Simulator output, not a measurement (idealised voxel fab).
process module | voxel double patterning
cross-section cut | 170 nm wide | cells 5 nm
A cross-section is a grid of square cells, given in bands from the top down. A band is one or more rows of cells.
Each band's line starts with the height of the band's top and of its bottom, in nm. Then come its materials from left to right, each with its width in nm. One material with "throughout" fills the band from edge to edge. "air" is empty space.
Height 0 is the level under which the wafer as received is all one material. The lowest band goes on downwards, as in "0 down".
A width such as "30 to 40" changes by the same amount from each row of cells to the next, from the band's top row to its bottom row.
"no change" after a step means that no cell of the cross-section changed.
closed voids: empty space of 8 cells or more with no open way to the top, each as width x height at its distance from the left edge, in nm
after a step's settings: what the simulator itself notes on the step
overlay nm, on a step with a mask: how far to the right of its planned place the mask lay; to the left if negative
plan
1 op RECEIVE | material Si
2 op CONFORMAL_DEP | material SiO2 | thk nm 5
3 op DIRECTIONAL_DEP | material TiN | thk nm 20
4 op DIRECTIONAL_DEP | material SiN | thk nm 10
5 op MASKED_ETCH | tone open | mask id FIRST | width nm 15 | pitch nm 50 | etch materials SiN | depth nm 10 | overlay nm 0
6 op DIRECTIONAL_DEP | material aC | thk nm 10
7 op PATTERN | tone open | mask id SECOND | material resist | width nm 15 | thk nm 30 | overlay nm 0
8 op DIRECTIONAL_ETCH | etch materials aC | depth nm 10
9 op STRIP | etch materials resist
10 op DIRECTIONAL_ETCH | etch materials SiN | depth nm 10
11 op STRIP | etch materials aC
12 op DIRECTIONAL_ETCH | etch materials TiN | depth nm 20
13 op STRIP | etch materials SiN
as received, after step 1
  0 down: Si throughout
  closed voids: none
first wafer at the end, as planned
  25 to 5: TiN 50 | air 15 | TiN 10 | air 15 | TiN 10 | air 15 | TiN 55
  5 to 0: SiO2 throughout
  0 down: Si throughout
  closed voids: none
second wafer at the end: like start, like plan, one mistake
  20 to 0: TiN 50 | air 15 | TiN 10 | air 15 | TiN 10 | air 15 | TiN 55
  0 down: Si throughout
  closed voids: none
what went wrong: step 2 was left out
at the end the second wafer has, in cells: 34 fewer of SiO2
